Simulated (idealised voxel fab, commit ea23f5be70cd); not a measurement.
process module | voxel plated lines
Section shown: cut. Width: 295 nm. Cell size: 5 nm, square.
A cross-section is written here as square cells arranged in a grid, and it is given in bands from the top down, each band taking up one or more rows of cells.
In this notation a band is specified by the heights of its top and bottom, in that order and in nm, after which its materials appear from left to right, each paired with its width in nm. The word "full width" attached to a single material means that material fills the band from edge to edge; the word "empty" stands for empty space.
Counting heights begins at 0, where everything beneath is, in the wafer as received, one material. The lowest band has no bottom; it goes on downwards, as "z 0 and below" shows.
A width such as "30 to 40" changes by the same amount from each row of cells to the next, from the band's top row to its bottom row.
It should be understood that the words "everything unchanged", when stated for a given step, signify that the cross-section underwent no change in any of its cells during that step.
Empty spaces without an open route to the top, at least 8 cells in extent, make up the entry "Enclosed void listing"; each is given as width x height at distance, where the distance is measured from the left edge, and all are in nm.
Formally, on a step line, whatever follows the settings is a remark that the simulator itself makes on the step.
overlay nm: mask right of planned place by this much (step with mask). Neg. = left.
Process steps - plan
1,RECEIVE | material Si
2,CONFORMAL_DEP | material Al2O3 | thk nm 10
3,DIRECTIONAL_DEP | material TiN | thk nm 5
4,PATTERN | tone open | mask id LINES | material resist | width nm 30 | pitch nm 60 | thk nm 20 | overlay nm 0
5,EPI | material Ru | thk nm 10
6,STRIP | etch materials resist
7,DIRECTIONAL_ETCH | etch materials TiN | depth nm 5
8,CONFORMAL_DEP | material SiN | thk nm 10
Incoming wafer, cross-sectional view, post step 1
    z 0 and below | Si full width
    Enclosed void listing: none
One mistake in running the module, otherwise start and plan as above: cross-section at the end
    z 30 to 20 | empty 60 nm, then SiN 50 nm, then empty 10 nm, then SiN 50 nm, then empty 10 nm, then SiN 50 nm, then empty 65 nm
    z 20 to 15 | empty 60 nm, then SiN 10 nm, then Ru 30 nm, then SiN 10 nm, then empty 10 nm, then SiN 10 nm, then Ru 30 nm, then SiN 10 nm, then empty 10 nm, then SiN 10 nm, then Ru 30 nm, then SiN 10 nm, then empty 65 nm
    z 15 to 10 | SiN 70 nm, then Ru 30 nm, then SiN 30 nm, then Ru 30 nm, then SiN 30 nm, then Ru 30 nm, then SiN 75 nm
    z 10 to 5 | SiN 70 nm, then TiN 30 nm, then SiN 30 nm, then TiN 30 nm, then SiN 30 nm, then TiN 30 nm, then SiN 75 nm
    z 5 to 0 | Al2O3 full width
    z 0 and below | Si full width
    Enclosed void listing: none
Deviation from plan: so step 2 ended up running with a different setting than we planned, it ran as CONFORMAL_DEP | material Al2O3 | thk nm 5
